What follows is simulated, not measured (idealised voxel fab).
process module | voxel gate over fins
cross-section cut | 280 nm wide | cells 5 nm
A cross-section is a grid of square cells, given in bands from the top down. A band is one or more rows of cells.
Each band's line starts with the height of the band's top and of its bottom, in nm. Then come its materials from left to right, each with its width in nm. One material with "throughout" fills the band from edge to edge. "air" is empty space.
Height 0 is the level under which the wafer as received is all one material. The lowest band goes on downwards, as in "0 down".
A width such as "30 to 40" changes by the same amount from each row of cells to the next, from the band's top row to its bottom row.
"no change" after a step means that no cell of the cross-section changed.
closed voids: empty space of 8 cells or more with no open way to the top, each as width x height at its distance from the left edge, in nm
after a step's settings: what the simulator itself notes on the step
overlay nm, on a step with a mask: how far to the right of its planned place the mask lay; to the left if negative
plan
1 op RECEIVE | material Si
2 op CONFORMAL_DEP | material SiN | thk nm 10
3 op DIRECTIONAL_DEP | material aC | thk nm 15
4 op PATTERN | tone cover | mask id FINS | material resist | width nm 15 | pitch nm 50 | thk nm 30 | overlay nm 0
5 op DIRECTIONAL_ETCH | etch materials aC | depth nm 15
6 op STRIP | etch materials resist
7 op DIRECTIONAL_ETCH | etch materials SiN | depth nm 10
8 op DIRECTIONAL_ETCH | etch materials Si | depth nm 30
9 op STRIP | etch materials aC
10 op OXIDIZE | depth nm 5
11 op FILL_DEP | material SiO2 | thk nm 15
12 op CMP | height nm 10
13 op MASKED_ETCH | tone open | mask id RAIL | width nm 15 | etch materials SiO2 | depth nm 35 | overlay nm 0
14 op CONFORMAL_DEP | material TiN | thk nm 5
15 op FILL_DEP | material W | thk nm 5
16 op CMP | height nm 10
17 op SELECTIVE_ETCH | etch materials W Ru TiN | depth nm 25
18 op FILL_DEP | material SiO2 | thk nm 5
19 op CMP | height nm 10
20 op SELECTIVE_ETCH | etch materials SiO2 | depth nm 20
21 op STRIP | etch materials SiN
22 op CONFORMAL_DEP | material HfO2 | thk nm 5
23 op CONFORMAL_DEP | material TiN | thk nm 5
24 op FILL_DEP | material W | thk nm 15
25 op CMP | height nm 20
26 op CONFORMAL_DEP | material SiN | thk nm 5
as received, after step 1
  0 down: Si throughout
  closed voids: none
first wafer at the end, as planned
  25 to 20: SiN throughout
  20 to 10: W throughout
  10 to 5: W 50 | TiN 25 | W 25 | TiN 25 | W 25 | TiN 25 | W 25 | TiN 25 | W 55
  5 to 0: W 50 | TiN 5 | HfO2 15 | TiN 5 | W 25 | TiN 5 | HfO2 15 | TiN 5 | W 25 | TiN 5 | HfO2 15 | TiN 5 | W 25 | TiN 5 | HfO2 15 | TiN 5 | W 55
  0 to -5: TiN 55 | HfO2 5 | Si 5 | HfO2 5 | TiN 35 | HfO2 5 | Si 5 | HfO2 5 | TiN 35 | HfO2 5 | Si 5 | HfO2 5 | TiN 35 | HfO2 5 | Si 5 | HfO2 5 | TiN 60
  -5 to -10: HfO2 60 | Si 5 | HfO2 45 | Si 5 | HfO2 45 | Si 5 | HfO2 45 | Si 5 | HfO2 65
  -10 to -15: SiO2 60 | Si 5 | SiO2 45 | Si 5 | SiO2 45 | Si 5 | SiO2 45 | Si 5 | SiO2 65
  -15 to -20: SiO2 60 | Si 5 | SiO2 15 | TiN 5 | W 5 | TiN 5 | SiO2 15 | Si 5 | SiO2 45 | Si 5 | SiO2 45 | Si 5 | SiO2 65
  -20 to -25: SiO2 60 | Si 5 | SiO2 15 | TiN 15 | SiO2 15 | Si 5 | SiO2 45 | Si 5 | SiO2 45 | Si 5 | SiO2 65
  -25 to -35: SiO2 60 | Si 5 | SiO2 45 | Si 5 | SiO2 45 | Si 5 | SiO2 45 | Si 5 | SiO2 65
  -35 down: Si throughout
  closed voids: none
second wafer at the end: like start, like plan, one mistake
  25 to 20: SiN throughout
  20 to 15: W 45 | TiN 35 | W 15 | TiN 35 | W 15 | TiN 35 | W 15 | TiN 35 | W 50
  15 to 10: W 45 | TiN 5 | HfO2 25 | TiN 5 | W 15 | TiN 5 | HfO2 25 | TiN 5 | W 15 | TiN 5 | HfO2 25 | TiN 5 | W 15 | TiN 5 | HfO2 25 | TiN 5 | W 50
  10 to 0: W 45 | TiN 5 | HfO2 5 | SiN 15 | HfO2 5 | TiN 5 | W 15 | TiN 5 | HfO2 5 | SiN 15 | HfO2 5 | TiN 5 | W 15 | TiN 5 | HfO2 5 | SiN 15 | HfO2 5 | TiN 5 | W 15 | TiN 5 | HfO2 5 | SiN 15 | HfO2 5 | TiN 5 | W 50
  0 to -10: W 45 | TiN 5 to 10 | HfO2 10 to 5 | Si 5 | HfO2 10 to 5 | TiN 5 to 10 | W 15 | TiN 5 to 10 | HfO2 10 to 5 | Si 5 | HfO2 10 to 5 | TiN 5 to 10 | W 15 | TiN 5 to 10 | HfO2 10 to 5 | Si 5 | HfO2 10 to 5 | TiN 5 to 10 | W 15 | TiN 5 to 10 | HfO2 10 to 5 | Si 5 | HfO2 10 to 5 | TiN 5 to 10 | W 50
  -10 to -25: W 50 | TiN 5 | HfO2 5 | Si 5 | HfO2 5 | TiN 5 | W 25 | TiN 5 | HfO2 5 | Si 5 | HfO2 5 | TiN 5 | W 25 | TiN 5 | HfO2 5 | Si 5 | HfO2 5 | TiN 5 | W 25 | TiN 5 | HfO2 5 | Si 5 | HfO2 5 | TiN 5 | W 55
  -25 to -30: TiN 55 | HfO2 5 | Si 5 | HfO2 5 | TiN 35 | HfO2 5 | Si 5 | HfO2 5 | TiN 35 | HfO2 5 | Si 5 | HfO2 5 | TiN 35 | HfO2 5 | Si 5 | HfO2 5 | TiN 60
  -30 to -35: HfO2 60 | Si 5 | HfO2 45 | Si 5 | HfO2 45 | Si 5 | HfO2 45 | Si 5 | HfO2 65
  -35 down: Si throughout
  closed voids: none
what went wrong: step 21 ran as: op STRIP | etch materials SiO2
at the end the second wafer has, in cells: 72 more of HfO2 | 24 more of SiN | 254 fewer of SiO2 | 67 more of TiN | 91 more of W
